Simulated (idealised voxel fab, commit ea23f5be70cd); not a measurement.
process module | voxel transistor to metal
cross-section cut | 165 nm wide | cells 5 nm
A cross-section is a grid of square cells, given in bands from the top down. A band is one or more rows of cells.
Each band's line starts with the height of the band's top and of its bottom, in nm. Then come its materials from left to right, each with its width in nm. One material with "throughout" fills the band from edge to edge. "air" is empty space.
Height 0 is the level under which the wafer as received is all one material. The lowest band goes on downwards, as in "0 down".
A width such as "30 to 40" changes by the same amount from each row of cells to the next, from the band's top row to its bottom row.
"no change" after a step means that no cell of the cross-section changed.
closed voids: empty space of 8 cells or more with no open way to the top, each as width x height at its distance from the left edge, in nm
after a step's settings: what the simulator itself notes on the step
overlay nm, on a step with a mask: how far to the right of its planned place the mask lay; to the left if negative
plan
1 op RECEIVE | material Si
2 op CONFORMAL_DEP | material SiO2 | thk nm 5
3 op CONFORMAL_DEP | material SiN | thk nm 10
4 op DIRECTIONAL_DEP | material aC | thk nm 15
5 op PATTERN | tone cover | mask id ACTIVE | material resist | width nm 105 | thk nm 30 | overlay nm 0
6 op DIRECTIONAL_ETCH | etch materials aC | depth nm 15
7 op STRIP | etch materials resist
8 op DIRECTIONAL_ETCH | etch materials SiN | depth nm 10
9 op DIRECTIONAL_ETCH | etch materials SiO2 | depth nm 5
10 op DIRECTIONAL_ETCH | etch materials Si | depth nm 35
11 op STRIP | etch materials aC
12 op FILL_DEP | material SiO2 | thk nm 10
13 op CMP | height nm 15
14 op SELECTIVE_ETCH | etch materials SiO2 | depth nm 5
15 op STRIP | etch materials SiN
16 op SELECTIVE_ETCH | etch materials SiO2 | depth nm 5
17 op OXIDIZE | depth nm 5
18 op DIRECTIONAL_DEP | material polySi | thk nm 30
19 op DIRECTIONAL_DEP | material SiCN | thk nm 10
20 op PATTERN | tone cover | mask id GATE | material resist | width nm 25 | thk nm 20 | overlay nm 0
21 op DIRECTIONAL_ETCH | etch materials SiCN | depth nm 20
22 op DIRECTIONAL_ETCH | etch materials polySi | depth nm 40
23 op STRIP | etch materials resist
24 op CONFORMAL_DEP | material SiN | thk nm 10
25 op DIRECTIONAL_ETCH | etch materials SiN | depth nm 10
26 op DIRECTIONAL_ETCH | etch materials SiO2 | depth nm 5
27 op DIRECTIONAL_ETCH | etch materials Si | depth nm 5
28 op EPI | material pSi | thk nm 5
29 op FILL_DEP | material SiO2 | thk nm 10
30 op CMP | height nm 40
31 op DIRECTIONAL_DEP | material SiO2 | thk nm 15
32 op PATTERN | tone open | mask id CONTACT | material resist | width nm 30 | pitch nm 65 | thk nm 20 | overlay nm 0
33 op DIRECTIONAL_ETCH | etch materials SiO2 | depth nm 60
34 op STRIP | etch materials resist
35 op CONFORMAL_DEP | material TiN | thk nm 5
36 op FILL_DEP | material Ru | thk nm 5
37 op CMP | height nm 55
38 op DIRECTIONAL_DEP | material TiN | thk nm 5
39 op DIRECTIONAL_DEP | material Ru | thk nm 20
40 op PATTERN | tone cover | mask id METAL_1 | material resist | width nm 15 | pitch nm 80 | thk nm 20 | overlay nm 0
41 op DIRECTIONAL_ETCH | etch materials Ru | depth nm 20
42 op DIRECTIONAL_ETCH | etch materials TiN | depth nm 5
43 op STRIP | etch materials resist
44 op CONFORMAL_DEP | material SiN | thk nm 5
45 op FILL_DEP | material lowk | thk nm 10
46 op CMP | height nm 80
47 op CONFORMAL_DEP | material SiN | thk nm 5
first wafer, as planned
as received, after step 1
  0 down: Si throughout
  closed voids: none
after step 2
  5 to 0: SiO2 throughout
  below 0: unchanged
after step 3
  15 to 5: SiN throughout
  below 5: unchanged
after step 4
  30 to 15: aC throughout
  below 15: unchanged
after step 5
  60 to 30: air 30 | resist 105 | air 30
  below 30: unchanged
after step 6
  45 to 30: air 30 | resist 105 | air 30
  30 to 15: air 30 | aC 105 | air 30
  below 15: unchanged
after step 7
  30 to 15: air 30 | aC 105 | air 30
  below 15: unchanged
after step 8
  30 to 15: air 30 | aC 105 | air 30
  15 to 5: air 30 | SiN 105 | air 30
  below 5: unchanged
after step 9
  30 to 15: air 30 | aC 105 | air 30
  15 to 5: air 30 | SiN 105 | air 30
  5 to 0: air 30 | SiO2 105 | air 30
  below 0: unchanged
after step 10
  30 to 15: air 30 | aC 105 | air 30
  15 to 5: air 30 | SiN 105 | air 30
  5 to 0: air 30 | SiO2 105 | air 30
  0 to -35: air 30 | Si 105 | air 30
  below -35: unchanged
after step 11
  15 to 5: air 30 | SiN 105 | air 30
  below 5: unchanged
after step 12
  25 to 15: SiO2 throughout
  15 to 5: SiO2 30 | SiN 105 | SiO2 30
  5 to 0: SiO2 throughout
  0 to -35: SiO2 30 | Si 105 | SiO2 30
  below -35: unchanged
after step 13
  15 to 5: SiO2 30 | SiN 105 | SiO2 30
  below 5: unchanged
after step 14
  15 to 10: air 30 | SiN 105 | air 30
  below 10: unchanged
after step 15
  10 to 5: SiO2 30 | air 105 | SiO2 30
  below 5: unchanged
after step 16
  5 to 0: SiO2 25 | air 115 | SiO2 25
  below 0: unchanged
after step 17
  5 to 0: SiO2 25 | air 115 | SiO2 25
  0 to -5: SiO2 throughout
  below -5: unchanged
after step 18
  35 to 30: polySi 25 | air 115 | polySi 25
  30 to 5: polySi throughout
  5 to 0: SiO2 25 | polySi 115 | SiO2 25
  below 0: unchanged
after step 19
  45 to 40: SiCN 25 | air 115 | SiCN 25
  40 to 35: SiCN throughout
  35 to 30: polySi 25 | SiCN 115 | polySi 25
  below 30: unchanged
after step 20
  65 to 45: air 70 | resist 25 | air 70
  45 to 40: SiCN 25 | air 45 | resist 25 | air 45 | SiCN 25
  below 40: unchanged
after step 21
  65 to 40: air 70 | resist 25 | air 70
  40 to 35: air 70 | SiCN 25 | air 70
  35 to 30: polySi 25 | air 45 | SiCN 25 | air 45 | polySi 25
  below 30: unchanged
after step 22
  65 to 40: air 70 | resist 25 | air 70
  40 to 30: air 70 | SiCN 25 | air 70
  30 to 5: air 70 | polySi 25 | air 70
  5 to 0: SiO2 25 | air 45 | polySi 25 | air 45 | SiO2 25
  below 0: unchanged
after step 23
  40 to 30: air 70 | SiCN 25 | air 70
  below 30: unchanged
after step 24
  50 to 40: air 60 | SiN 45 | air 60
  40 to 30: air 60 | SiN 10 | SiCN 25 | SiN 10 | air 60
  30 to 15: air 60 | SiN 10 | polySi 25 | SiN 10 | air 60
  15 to 10: SiN 35 | air 25 | SiN 10 | polySi 25 | SiN 10 | air 25 | SiN 35
  10 to 5: SiN 70 | polySi 25 | SiN 70
  5 to 0: SiO2 25 | SiN 45 | polySi 25 | SiN 45 | SiO2 25
  below 0: unchanged
after step 25
  40 to 30: air 60 | SiN 10 | SiCN 25 | SiN 10 | air 60
  30 to 5: air 60 | SiN 10 | polySi 25 | SiN 10 | air 60
  5 to 0: SiO2 25 | SiN 10 | air 25 | SiN 10 | polySi 25 | SiN 10 | air 25 | SiN 10 | SiO2 25
  below 0: unchanged
after step 26
  40 to 30: air 60 | SiN 10 | SiCN 25 | SiN 10 | air 60
  30 to 5: air 60 | SiN 10 | polySi 25 | SiN 10 | air 60
  5 to 0: air 25 | SiN 10 | air 25 | SiN 10 | polySi 25 | SiN 10 | air 25 | SiN 10 | air 25
  0 to -5: SiO2 35 | air 25 | SiO2 45 | air 25 | SiO2 35
  below -5: unchanged
after step 27
  40 to 30: air 60 | SiN 10 | SiCN 25 | SiN 10 | air 60
  30 to 5: air 60 | SiN 10 | polySi 25 | SiN 10 | air 60
  5 to 0: air 25 | SiN 10 | air 25 | SiN 10 | polySi 25 | SiN 10 | air 25 | SiN 10 | air 25
  0 to -5: SiO2 35 | air 25 | SiO2 45 | air 25 | SiO2 35
  -5 to -10: SiO2 30 | Si 5 | air 25 | Si 45 | air 25 | Si 5 | SiO2 30
  below -10: unchanged
after step 28
  40 to 30: air 60 | SiN 10 | SiCN 25 | SiN 10 | air 60
  30 to 5: air 60 | SiN 10 | polySi 25 | SiN 10 | air 60
  5 to 0: air 25 | SiN 10 | air 25 | SiN 10 | polySi 25 | SiN 10 | air 25 | SiN 10 | air 25
  0 to -5: SiO2 35 | pSi 5 | air 15 | pSi 5 | SiO2 45 | pSi 5 | air 15 | pSi 5 | SiO2 35
  -5 to -10: SiO2 30 | Si 5 | pSi 25 | Si 45 | pSi 25 | Si 5 | SiO2 30
  below -10: unchanged
after step 29
  50 to 40: SiO2 throughout
  40 to 30: SiO2 60 | SiN 10 | SiCN 25 | SiN 10 | SiO2 60
  30 to 5: SiO2 60 | SiN 10 | polySi 25 | SiN 10 | SiO2 60
  5 to 0: SiO2 25 | SiN 10 | SiO2 25 | SiN 10 | polySi 25 | SiN 10 | SiO2 25 | SiN 10 | SiO2 25
  0 to -5: SiO2 35 | pSi 5 | SiO2 15 | pSi 5 | SiO2 45 | pSi 5 | SiO2 15 | pSi 5 | SiO2 35
  below -5: unchanged
after step 30
  40 to 30: SiO2 60 | SiN 10 | SiCN 25 | SiN 10 | SiO2 60
  below 30: unchanged
after step 31
  55 to 40: SiO2 throughout
  below 40: unchanged
after step 32
  75 to 55: resist 35 | air 30 | resist 35 | air 30 | resist 35
  below 55: unchanged
after step 33
  75 to 55: resist 35 | air 30 | resist 35 | air 30 | resist 35
  55 to 40: SiO2 35 | air 30 | SiO2 35 | air 30 | SiO2 35
  40 to 30: SiO2 35 | air 25 | SiN 10 | SiCN 25 | SiN 10 | air 25 | SiO2 35
  30 to 5: SiO2 35 | air 25 | SiN 10 | polySi 25 | SiN 10 | air 25 | SiO2 35
  5 to 0: SiO2 25 | SiN 10 | air 25 | SiN 10 | polySi 25 | SiN 10 | air 25 | SiN 10 | SiO2 25
  0 to -5: SiO2 35 | pSi 5 | air 15 | pSi 5 | SiO2 45 | pSi 5 | air 15 | pSi 5 | SiO2 35
  below -5: unchanged
after step 34
  55 to 40: SiO2 35 | air 30 | SiO2 35 | air 30 | SiO2 35
  below 40: unchanged
after step 35
  60 to 55: TiN 40 | air 20 | TiN 45 | air 20 | TiN 40
  55 to 45: SiO2 35 | TiN 5 | air 20 | TiN 5 | SiO2 35 | TiN 5 | air 20 | TiN 5 | SiO2 35
  45 to 40: SiO2 35 | TiN 5 | air 15 | TiN 10 | SiO2 35 | TiN 10 | air 15 | TiN 5 | SiO2 35
  40 to 30: SiO2 35 | TiN 5 | air 15 | TiN 5 | SiN 10 | SiCN 25 | SiN 10 | TiN 5 | air 15 | TiN 5 | SiO2 35
  30 to 5: SiO2 35 | TiN 5 | air 15 | TiN 5 | SiN 10 | polySi 25 | SiN 10 | TiN 5 | air 15 | TiN 5 | SiO2 35
  5 to 0: SiO2 25 | SiN 10 | TiN 10 | air 5 | TiN 10 | SiN 10 | polySi 25 | SiN 10 | TiN 10 | air 5 | TiN 10 | SiN 10 | SiO2 25
  0 to -5: SiO2 35 | pSi 5 | TiN 15 | pSi 5 | SiO2 45 | pSi 5 | TiN 15 | pSi 5 | SiO2 35
  below -5: unchanged
after step 36
  65 to 60: Ru throughout
  60 to 55: TiN 40 | Ru 20 | TiN 45 | Ru 20 | TiN 40
  55 to 45: SiO2 35 | TiN 5 | Ru 20 | TiN 5 | SiO2 35 | TiN 5 | Ru 20 | TiN 5 | SiO2 35
  45 to 40: SiO2 35 | TiN 5 | Ru 15 | TiN 10 | SiO2 35 | TiN 10 | Ru 15 | TiN 5 | SiO2 35
  40 to 30: SiO2 35 | TiN 5 | Ru 15 | TiN 5 | SiN 10 | SiCN 25 | SiN 10 | TiN 5 | Ru 15 | TiN 5 | SiO2 35
  30 to 5: SiO2 35 | TiN 5 | Ru 15 | TiN 5 | SiN 10 | polySi 25 | SiN 10 | TiN 5 | Ru 15 | TiN 5 | SiO2 35
  5 to 0: SiO2 25 | SiN 10 | TiN 10 | Ru 5 | TiN 10 | SiN 10 | polySi 25 | SiN 10 | TiN 10 | Ru 5 | TiN 10 | SiN 10 | SiO2 25
  below 0: unchanged
after step 37
  55 to 45: SiO2 35 | TiN 5 | Ru 20 | TiN 5 | SiO2 35 | TiN 5 | Ru 20 | TiN 5 | SiO2 35
  below 45: unchanged
after step 38
  60 to 55: TiN throughout
  below 55: unchanged
after step 39
  80 to 60: Ru throughout
  below 60: unchanged
after step 40
  100 to 80: air 35 | resist 15 | air 65 | resist 15 | air 35
  below 80: unchanged
after step 41
  100 to 80: air 35 | resist 15 | air 65 | resist 15 | air 35
  80 to 60: air 35 | Ru 15 | air 65 | Ru 15 | air 35
  below 60: unchanged
after step 42
  100 to 80: air 35 | resist 15 | air 65 | resist 15 | air 35
  80 to 60: air 35 | Ru 15 | air 65 | Ru 15 | air 35
  60 to 55: air 35 | TiN 15 | air 65 | TiN 15 | air 35
  below 55: unchanged
after step 43
  80 to 60: air 35 | Ru 15 | air 65 | Ru 15 | air 35
  below 60: unchanged
after step 44
  85 to 80: air 30 | SiN 25 | air 55 | SiN 25 | air 30
  80 to 60: air 30 | SiN 5 | Ru 15 | SiN 5 | air 55 | SiN 5 | Ru 15 | SiN 5 | air 30
  60 to 55: SiN 35 | TiN 15 | SiN 65 | TiN 15 | SiN 35
  below 55: unchanged
after step 45
  95 to 85: lowk throughout
  85 to 80: lowk 30 | SiN 25 | lowk 55 | SiN 25 | lowk 30
  80 to 60: lowk 30 | SiN 5 | Ru 15 | SiN 5 | lowk 55 | SiN 5 | Ru 15 | SiN 5 | lowk 30
  below 60: unchanged
after step 46
  80 to 60: lowk 30 | SiN 5 | Ru 15 | SiN 5 | lowk 55 | SiN 5 | Ru 15 | SiN 5 | lowk 30
  below 60: unchanged
after step 47
  85 to 80: SiN throughout
  below 80: unchanged
second wafer: like start, like plan, one mistake. Through step 39 it matches the first wafer
when step 40 should have ended
  100 to 80: air 45 | resist 15 | air 65 | resist 15 | air 25
  below 80: unchanged
when step 41 should have ended
  100 to 80: air 45 | resist 15 | air 65 | resist 15 | air 25
  80 to 60: air 45 | Ru 15 | air 65 | Ru 15 | air 25
  below 60: unchanged
when step 42 should have ended
  100 to 80: air 45 | resist 15 | air 65 | resist 15 | air 25
  80 to 60: air 45 | Ru 15 | air 65 | Ru 15 | air 25
  60 to 55: air 45 | TiN 15 | air 65 | TiN 15 | air 25
  below 55: unchanged
when step 43 should have ended
  80 to 60: air 45 | Ru 15 | air 65 | Ru 15 | air 25
  below 60: unchanged
when step 44 should have ended
  85 to 80: air 40 | SiN 25 | air 55 | SiN 25 | air 20
  80 to 60: air 40 | SiN 5 | Ru 15 | SiN 5 | air 55 | SiN 5 | Ru 15 | SiN 5 | air 20
  60 to 55: SiN 45 | TiN 15 | SiN 65 | TiN 15 | SiN 25
  below 55: unchanged
when step 45 should have ended
  95 to 85: lowk throughout
  85 to 80: lowk 40 | SiN 25 | lowk 55 | SiN 25 | lowk 20
  80 to 60: lowk 40 | SiN 5 | Ru 15 | SiN 5 | lowk 55 | SiN 5 | Ru 15 | SiN 5 | lowk 20
  below 60: unchanged
when step 46 should have ended
  80 to 60: lowk 40 | SiN 5 | Ru 15 | SiN 5 | lowk 55 | SiN 5 | Ru 15 | SiN 5 | lowk 20
  below 60: unchanged
when step 47 should have ended
  85 to 80: SiN throughout
  below 80: unchanged
what went wrong: step 40 ran as: op PATTERN | tone cover | mask id METAL_1 | material resist | width nm 15 | pitch nm 80 | thk nm 20 | overlay nm 10
at the end the second wafer has, in cells: as many of each material as the first, in other places
